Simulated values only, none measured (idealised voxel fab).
Process module name: voxel ribs on slabs
The width of the displayed cross-section, cut, is 160 nm; its cells are square, with a size of 5 nm.
Heads up, the way a cross-section reads in here is a grid of square cells, handed over as bands from the top down, with every band being one or more rows of cells. Band entry format. Leading values: height of top, height of bottom, nm. Remainder: materials in left-to-right order, each with its width in nm. Special words: "all across" on a single material, which then fills the band edge to edge; "blank", empty space. A quick word on heights: they are counted from 0, and under that level the wafer as it came to us is one material throughout. The lowest band is different from the rest in having no bottom; it simply continues downward, written as in "0 and below". Read "30->40" as a graded width: first number on top, second number at the bottom, same change between each pair of neighbouring rows. "identical to before" (step): cross-section cells unchanged, all of them. So "Sealed void listing" is basically the list of trapped voids: any empty space of 8 cells or more that can't reach the top through an opening. They're written width x height at distance, the distance being from the left edge, and it's all nm. Whatever follows a step's settings on its line is a remark the simulator itself makes about that step. overlay nm: mask offset rightward from planned place, masked step; negative means leftward offset.

# Intended process steps
1) RECEIVE [material Si]
2) DIRECTIONAL_DEP [material SiO2] [thk nm 25]
3) DIRECTIONAL_DEP [material polySi] [thk nm 20]
4) MASKED_ETCH [tone cover] [mask id RIB] [width nm 20] [etch materials polySi] [depth nm 5] [overlay nm 0]
5) DIRECTIONAL_DEP [material aC] [thk nm 10]
6) PATTERN [tone cover] [mask id SLAB] [material resist] [width nm 50] [thk nm 25] [overlay nm 0]
7) DIRECTIONAL_ETCH [etch materials aC] [depth nm 10]
8) STRIP [etch materials resist]
9) DIRECTIONAL_ETCH [etch materials polySi] [depth nm 15]
10) STRIP [etch materials aC]
11) FILL_DEP [material SiO2] [thk nm 25]
12) CMP [height nm 60]
13) DIRECTIONAL_DEP [material TiN] [thk nm 5]
14) DIRECTIONAL_DEP [material aC] [thk nm 15]
15) PATTERN [tone cover] [mask id HEATER] [material resist] [width nm 30] [thk nm 30] [overlay nm 0]
16) DIRECTIONAL_ETCH [etch materials aC] [depth nm 15]
17) STRIP [etch materials resist]
18) DIRECTIONAL_ETCH [etch materials TiN] [depth nm 5]
19) STRIP [etch materials aC]
20) CONFORMAL_DEP [material SiN] [thk nm 10]

# Incoming wafer in cross-section (state: after step 1)
0 and below: Si all across
Sealed void listing: none

# First of two wafers, end-of-module section, run followed plan
75 down to 70: blank=55  SiN=50  blank=55
70 down to 65: SiN all across
65 down to 60: SiN=65  TiN=30  SiN=65
60 down to 45: SiO2 all across
45 down to 40: SiO2=70  polySi=20  SiO2=70
40 down to 25: SiO2=55  polySi=50  SiO2=55
25 down to 0: SiO2 all across
0 and below: Si all across
Sealed void listing: none

# Wafer two, sectioned after the module: the first wafer's start, the first wafer's plan, and one mistake in how it was run
75 down to 70: blank=55  SiN=50  blank=55
70 down to 65: SiN all across
65 down to 60: SiN=65  TiN=30  SiN=65
60 down to 50: SiO2=55  polySi=50  SiO2=55
50 down to 0: SiO2 all across
0 and below: Si all across
Sealed void listing: none
Nonconformance to the process plan: step 2 from the plan got run twice
Count the cells at the end and the second wafer has more or fewer of some materials than the first: 14 more of SiO2, 14 fewer of polySi
